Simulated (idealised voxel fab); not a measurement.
Proc. module: voxel self aligned contacts
Xsec cut, 295 nm wide, square cell size 5 nm.
We lay out every cross-section as a grid of square cells and spell it out in bands from the top down, where one band means one or more rows of cells. What a band's entry tells you: where the top is and where the bottom is, as heights in nm, and after that what lies inside, material by material from left to right, each with its width in nm. Empty space is written as the word "blank", and a single material marked with the word "full width" occupies the band from edge to edge. Height datum 0, below which the as-received substrate wafer is one material. Lowest band open at the bottom, running downward: "0 nm and below". The two numbers in a width such as "30..40" mark its ends across the band: the first belongs to the top row of cells, the second to the bottom row, and from each row to the next the width moves by the same amount. You'll sometimes find "left unchanged" written for a step, and that's the way of saying that nowhere in the cross-section did a cell change during that step. "Internal closed voids" enumerates empty spaces isolated from the top, with no open way to it, that contain at least 8 cells, giving each as width x height at distance from the left edge, all three in nm. Note: text after step settings on the step line = simulator remark on that step. "overlay nm" denotes, for a step that has a mask, the displacement of the mask to the right of its planned place, with negative values corresponding to the left.

# The process steps that were planned are listed below
1. RECEIVE,material Si
2. CONFORMAL_DEP,material SiO2,thk nm 5
3. DIRECTIONAL_DEP,material polySi,thk nm 20
4. DIRECTIONAL_DEP,material SiN,thk nm 25
5. DIRECTIONAL_DEP,material aC,thk nm 15
6. PATTERN,tone cover,mask id GATE,material resist,width nm 25,pitch nm 65,thk nm 30,overlay nm 0
7. DIRECTIONAL_ETCH,etch materials aC,depth nm 15
8. STRIP,etch materials resist
9. DIRECTIONAL_ETCH,etch materials SiN,depth nm 25
10. DIRECTIONAL_ETCH,etch materials polySi,depth nm 20
11. STRIP,etch materials aC
12. CONFORMAL_DEP,material SiN,thk nm 10
13. DIRECTIONAL_ETCH,etch materials SiN,depth nm 10
14. FILL_DEP,material SiO2,thk nm 15
15. CMP,height nm 60
16. DIRECTIONAL_DEP,material aC,thk nm 10
17. PATTERN,tone open,mask id CONTACT,material resist,width nm 50,pitch nm 65,thk nm 25,overlay nm 0
18. DIRECTIONAL_ETCH,etch materials aC,depth nm 10
19. STRIP,etch materials resist
20. DIRECTIONAL_ETCH,etch materials SiO2,depth nm 60
21. STRIP,etch materials aC
22. CONFORMAL_DEP,material TiN,thk nm 5
23. FILL_DEP,material Ru,thk nm 10
24. CMP,height nm 60
25. CONFORMAL_DEP,material SiN,thk nm 5

# Cross-section: wafer on arrival = after step 1
* 0 nm and below  Si full width
* Internal closed voids: none

# The first of two wafers, cross-sectioned at the end of the module, with the run proceeding as planned
* 65 nm to 60 nm  SiN full width
* 60 nm to 50 nm  SiO2: 90; TiN: 5..20; Ru: 40..10; TiN: 5..20; SiO2: 15; TiN: 5..20; Ru: 40..10; TiN: 5..20; SiO2: 90
* 50 nm to 25 nm  SiO2: 60; SiN: 45; TiN: 5; Ru: 10; TiN: 5; SiN: 45; TiN: 5; Ru: 10; TiN: 5; SiN: 45; SiO2: 60
* 25 nm to 5 nm  SiO2: 60; SiN: 10; polySi: 25; SiN: 10; TiN: 5; Ru: 10; TiN: 5; SiN: 10; polySi: 25; SiN: 10; TiN: 5; Ru: 10; TiN: 5; SiN: 10; polySi: 25; SiN: 10; SiO2: 60
* 5 nm to 0 nm  SiO2: 105; TiN: 20; SiO2: 45; TiN: 20; SiO2: 105
* 0 nm and below  Si full width
* Internal closed voids: none

# Cross-section at end of module for the second wafer of two, which matched the first in starting point and plan and differed by one mistake in its processing
* 65 nm to 60 nm  SiN full width
* 60 nm to 55 nm  SiO2: 90; TiN: 5; Ru: 40; TiN: 5; SiO2: 15; TiN: 5; Ru: 40; TiN: 5; SiO2: 90
* 55 nm to 50 nm  SiO2: 90; TiN: 50; SiO2: 15; TiN: 50; SiO2: 90
* 50 nm to 25 nm  SiN: 80; SiO2: 5; SiN: 60; SiO2: 5; SiN: 60; SiO2: 5; SiN: 80
* 25 nm to 5 nm  polySi: 70; SiN: 10; SiO2: 5; SiN: 10; polySi: 40; SiN: 10; SiO2: 5; SiN: 10; polySi: 40; SiN: 10; SiO2: 5; SiN: 10; polySi: 70
* 5 nm to 0 nm  SiO2 full width
* 0 nm and below  Si full width
* Internal closed voids: none
In executing the process, a mistake was made relative to the plan: step 6 was not run as planned; what actually ran was PATTERN,tone open,mask id GATE,material resist,width nm 25,pitch nm 65,thk nm 30,overlay nm 0
Final difference in cells, second wafer against first, listed per material as more or fewer: 40 fewer of Ru, 145 more of SiN, 181 fewer of SiO2, 40 fewer of TiN, 116 more of polySi
